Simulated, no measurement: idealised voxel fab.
The name of this process module is voxel self aligned contacts.
Xsec cut, 170 nm wide, square cell size 5 nm.
When this document writes out a cross-section, it uses a grid of square cells and lists it as bands, beginning at the top and moving down, with a band standing for one or more rows of cells. Band: top height; bottom height; in nm. Then, left to right: material with width in nm, for each material. "throughout": a single material spanning edge to edge. "air": empty space. All heights in this document are referenced to 0, defined as the level beneath which the wafer, as received, consists entirely of one material. The lowest band is not bounded below; it extends indefinitely downward and is written in the form "from 0 down". Quick explanation for "30->40": the width changes in equal steps down the rows of cells, from the first number in the band's top row to the second number in its bottom row. It should be understood that the words "changes: none", when stated for a given step, signify that the cross-section underwent no change in any of its cells during that step. "Fully sealed cavities" means: voids of 8 cells or more that are shut off from the top with no open way through. Written width x height at distance, distance from the left edge, in nm. Anything after a step's settings on that line? It's the simulator's own note about the step. What "overlay nm" on a step's line means: if the step has a mask, that mask lay this far to the right of its planned place, or, when the value is negative, to the left.
### The steps planned for the process are as follows
1: op RECEIVE | material Si
2: op CONFORMAL_DEP | material SiO2 | thk nm 5
3: op DIRECTIONAL_DEP | material polySi | thk nm 30
4: op DIRECTIONAL_DEP | material SiN | thk nm 15
5: op DIRECTIONAL_DEP | material aC | thk nm 10
6: op PATTERN | tone cover | mask id GATE | material resist | width nm 25 | pitch nm 55 | thk nm 30 | overlay nm 0
7: op DIRECTIONAL_ETCH | etch materials aC | depth nm 10
8: op STRIP | etch materials resist
9: op DIRECTIONAL_ETCH | etch materials SiN | depth nm 15
10: op DIRECTIONAL_ETCH | etch materials polySi | depth nm 30
11: op STRIP | etch materials aC
12: op CONFORMAL_DEP | material SiN | thk nm 5
13: op DIRECTIONAL_ETCH | etch materials SiN | depth nm 5
14: op FILL_DEP | material SiO2 | thk nm 20
15: op CMP | height nm 60
16: op MASKED_ETCH | tone open | mask id CONTACT | width nm 40 | pitch nm 55 | etch materials SiO2 | depth nm 60 | overlay nm 0
17: op CONFORMAL_DEP | material TiN | thk nm 5
18: op FILL_DEP | material W | thk nm 10
19: op CMP | height nm 60
20: op CONFORMAL_DEP | material SiCN | thk nm 5
### Cross-section of the wafer upon arrival, representing the state reached after step 1
* from 0 down  Si throughout
* Fully sealed cavities: none
### Look at the cross-section after the module: the wafer started out the way shown above and the plan was the one shown above, yet one mistake was made along the way
* from 65 to 60  SiCN throughout
* from 60 to 50  SiO2 (40), then TiN (5->10), then W (30->10), then TiN (5->20), then SiO2 (15), then TiN (5->10), then W (30->10), then TiN (5->20), then SiO2 (35)
* from 50 to 35  SiO2 (10), then SiN (35), then TiN (5), then W (10), then TiN (5), then SiN (35), then TiN (5), then W (10), then TiN (5), then SiN (35), then SiO2 (15)
* from 35 to 5  SiO2 (10), then SiN (5), then polySi (25), then SiN (5), then TiN (5), then W (10), then TiN (5), then SiN (5), then polySi (25), then SiN (5), then TiN (5), then W (10), then TiN (5), then SiN (5), then polySi (25), then SiN (5), then SiO2 (15)
* from 5 to 0  SiO2 (45), then TiN (20), then SiO2 (35), then TiN (20), then SiO2 (50)
* from 0 down  Si throughout
* Fully sealed cavities: none
Nonconformance to the process plan: step 16 ran as: op MASKED_ETCH | tone open | mask id CONTACT | width nm 40 | pitch nm 55 | etch materials SiO2 | depth nm 60 | overlay nm 5
